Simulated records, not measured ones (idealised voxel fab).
Process module, titled voxel wiring stack
We display cut, a cross-section 180 nm in width whose square cells are each 5 nm.
Heads up, the way a cross-section reads in here is a grid of square cells, handed over as bands from the top down, with every band being one or more rows of cells.
The entry gives the band's vertical extent as a top height and a bottom height in nm, then its horizontal make-up as materials from left to right, each with a width in nm. "blank" stands for empty space; a single material marked "edge to edge" fills the band edge to edge.
Basically, 0 is our baseline, since under it the wafer straight out of the box is all one material. The bottom band has no lower end and keeps on going down, so it looks like "0 nm and below".
The width entry "30->40" should be interpreted row by row: the top row of cells in the band takes the first number, the bottom row takes the second number, and the change between adjacent rows is uniform throughout.
"identical to before" means the step left every cell of the cross-section as it was.
"Unvented internal voids" means: voids of 8 cells or more that are shut off from the top with no open way through. Written width x height at distance, distance from the left edge, in nm.
Formally, on a step line, whatever follows the settings is a remark that the simulator itself makes on the step.
overlay nm: where the mask lay relative to plan, measured to the right, on steps with a mask; negatives go left.

### The planned process steps are enumerated hereunder
1 RECEIVE, material Si
2 CONFORMAL_DEP, material SiO2, thk nm 10
3 DIRECTIONAL_DEP, material TiN, thk nm 5
4 DIRECTIONAL_DEP, material Ru, thk nm 15
5 DIRECTIONAL_DEP, material aC, thk nm 15
6 PATTERN, tone cover, mask id METAL_1, material resist, width nm 20, pitch nm 50, thk nm 35, overlay nm 0
7 DIRECTIONAL_ETCH, etch materials aC, depth nm 15
8 STRIP, etch materials resist
9 DIRECTIONAL_ETCH, etch materials Ru, depth nm 15
10 DIRECTIONAL_ETCH, etch materials TiN, depth nm 5
11 STRIP, etch materials aC
12 FILL_DEP, material SiO2, thk nm 10
13 CMP, height nm 30
14 CONFORMAL_DEP, material SiCN, thk nm 5
15 DIRECTIONAL_DEP, material lowk, thk nm 15
16 MASKED_ETCH, tone open, mask id PLUG_1, width nm 15, pitch nm 100, etch materials lowk, depth nm 15, overlay nm 0
17 MASKED_ETCH, tone open, mask id PLUG_1, width nm 15, pitch nm 100, etch materials SiCN, depth nm 5, overlay nm 0
18 CONFORMAL_DEP, material TiN, thk nm 5
19 FILL_DEP, material Cu, thk nm 10
20 CMP, height nm 50
21 CONFORMAL_DEP, material SiCN, thk nm 5
22 DIRECTIONAL_DEP, material SiO2, thk nm 15
23 MASKED_ETCH, tone open, mask id METAL_2, width nm 20, pitch nm 50, etch materials SiO2, depth nm 15, overlay nm 0
24 MASKED_ETCH, tone open, mask id METAL_2, width nm 20, pitch nm 50, etch materials SiCN, depth nm 5, overlay nm 0
25 CONFORMAL_DEP, material TiN, thk nm 5
26 FILL_DEP, material Ru, thk nm 5
27 CMP, height nm 70
28 CONFORMAL_DEP, material SiCN, thk nm 5
29 DIRECTIONAL_DEP, material SiO2, thk nm 15
30 MASKED_ETCH, tone open, mask id PLUG_2, width nm 15, pitch nm 100, etch materials SiO2, depth nm 15, overlay nm 0
31 MASKED_ETCH, tone open, mask id PLUG_2, width nm 15, pitch nm 100, etch materials SiCN, depth nm 5, overlay nm 0
32 EPI, material Ru, thk nm 10
33 EPI, material Ru, thk nm 10
34 CONFORMAL_DEP, material SiN, thk nm 5
35 DIRECTIONAL_DEP, material lowk, thk nm 15
36 MASKED_ETCH, tone open, mask id METAL_3, width nm 20, pitch nm 50, etch materials lowk, depth nm 15, overlay nm 0
37 MASKED_ETCH, tone open, mask id METAL_3, width nm 20, pitch nm 50, etch materials SiN, depth nm 5, overlay nm 0
38 CONFORMAL_DEP, material TiN, thk nm 5
39 FILL_DEP, material Cu, thk nm 10
40 CMP, height nm 110
41 EPI, material Ru, thk nm 5
42 FILL_DEP, material SiCN, thk nm 5
43 DIRECTIONAL_DEP, material SiO2, thk nm 25
44 MASKED_ETCH, tone open, mask id METAL_4, width nm 20, pitch nm 50, etch materials SiO2, depth nm 15, overlay nm 0
45 MASKED_ETCH, tone open, mask id METAL_4_HOLES, width nm 15, pitch nm 50, etch materials SiO2, depth nm 10, overlay nm 0
46 MASKED_ETCH, tone open, mask id METAL_4_HOLES, width nm 15, pitch nm 50, etch materials SiCN, depth nm 5, overlay nm 0
47 CONFORMAL_DEP, material TiN, thk nm 5
48 FILL_DEP, material Cu, thk nm 10
49 CMP, height nm 145
50 CONFORMAL_DEP, material SiN, thk nm 5

### Incoming wafer, cross-sectional view, post step 1
* 0 nm and below: Si edge to edge
* Unvented internal voids: none

### Same starting wafer, same plan as above, one mistake in the execution; this is the cross-section at the end of the module
* 150 nm to 145 nm: SiN edge to edge
* 145 nm to 135 nm: 30 nm SiO2, 5 nm TiN, 10 nm Cu, 5 nm TiN, 30 nm SiO2, 5 nm TiN, 10 nm Cu, 5 nm TiN, 30 nm SiO2, 5 nm TiN, 10 nm Cu, 5 nm TiN, 30 nm SiO2
* 135 nm to 130 nm: 30 nm SiO2, 5 nm TiN, 5 nm Cu, 10 nm TiN, 30 nm SiO2, 5 nm TiN, 5 nm Cu, 10 nm TiN, 30 nm SiO2, 5 nm TiN, 5 nm Cu, 10 nm TiN, 30 nm SiO2
* 130 nm to 120 nm: 30 nm SiO2, 5 nm TiN, 5 nm Cu, 5 nm TiN, 35 nm SiO2, 5 nm TiN, 5 nm Cu, 5 nm TiN, 35 nm SiO2, 5 nm TiN, 5 nm Cu, 5 nm TiN, 35 nm SiO2
* 120 nm to 115 nm: 30 nm SiCN, 15 nm TiN, 35 nm SiCN, 15 nm TiN, 35 nm SiCN, 15 nm TiN, 35 nm SiCN
* 115 nm to 110 nm: 25 nm SiCN, 30 nm Ru, 20 nm SiCN, 30 nm Ru, 20 nm SiCN, 30 nm Ru, 25 nm SiCN
* 110 nm to 105 nm: 30 nm SiN, 20 nm TiN, 30 nm SiN, 20 nm TiN, 30 nm SiN, 20 nm TiN, 30 nm SiN
* 105 nm to 90 nm: 30 nm SiO2, 5 nm SiN, 5 nm TiN, 5 nm SiN, 85 nm SiO2, 5 nm SiN, 5 nm TiN, 5 nm SiN, 35 nm SiO2
* 90 nm to 75 nm: SiO2 edge to edge
* 75 nm to 70 nm: SiCN edge to edge
* 70 nm to 55 nm: 30 nm SiO2, 5 nm TiN, 10 nm Ru, 5 nm TiN, 30 nm SiO2, 5 nm TiN, 10 nm Ru, 5 nm TiN, 30 nm SiO2, 5 nm TiN, 10 nm Ru, 5 nm TiN, 30 nm SiO2
* 55 nm to 50 nm: 30 nm SiCN, 20 nm TiN, 30 nm SiCN, 20 nm TiN, 30 nm SiCN, 20 nm TiN, 30 nm SiCN
* 50 nm to 35 nm: 30 nm lowk, 5 nm TiN, 5 nm Cu, 5 nm TiN, 85 nm lowk, 5 nm TiN, 5 nm Cu, 5 nm TiN, 35 nm lowk
* 35 nm to 30 nm: 30 nm SiCN, 15 nm TiN, 85 nm SiCN, 15 nm TiN, 35 nm SiCN
* 30 nm to 15 nm: 30 nm SiO2, 20 nm Ru, 30 nm SiO2, 20 nm Ru, 30 nm SiO2, 20 nm Ru, 30 nm SiO2
* 15 nm to 10 nm: 30 nm SiO2, 20 nm TiN, 30 nm SiO2, 20 nm TiN, 30 nm SiO2, 20 nm TiN, 30 nm SiO2
* 10 nm to 0 nm: SiO2 edge to edge
* 0 nm and below: Si edge to edge
* Unvented internal voids: none
Here's what went sideways: step 29 from the plan got run twice
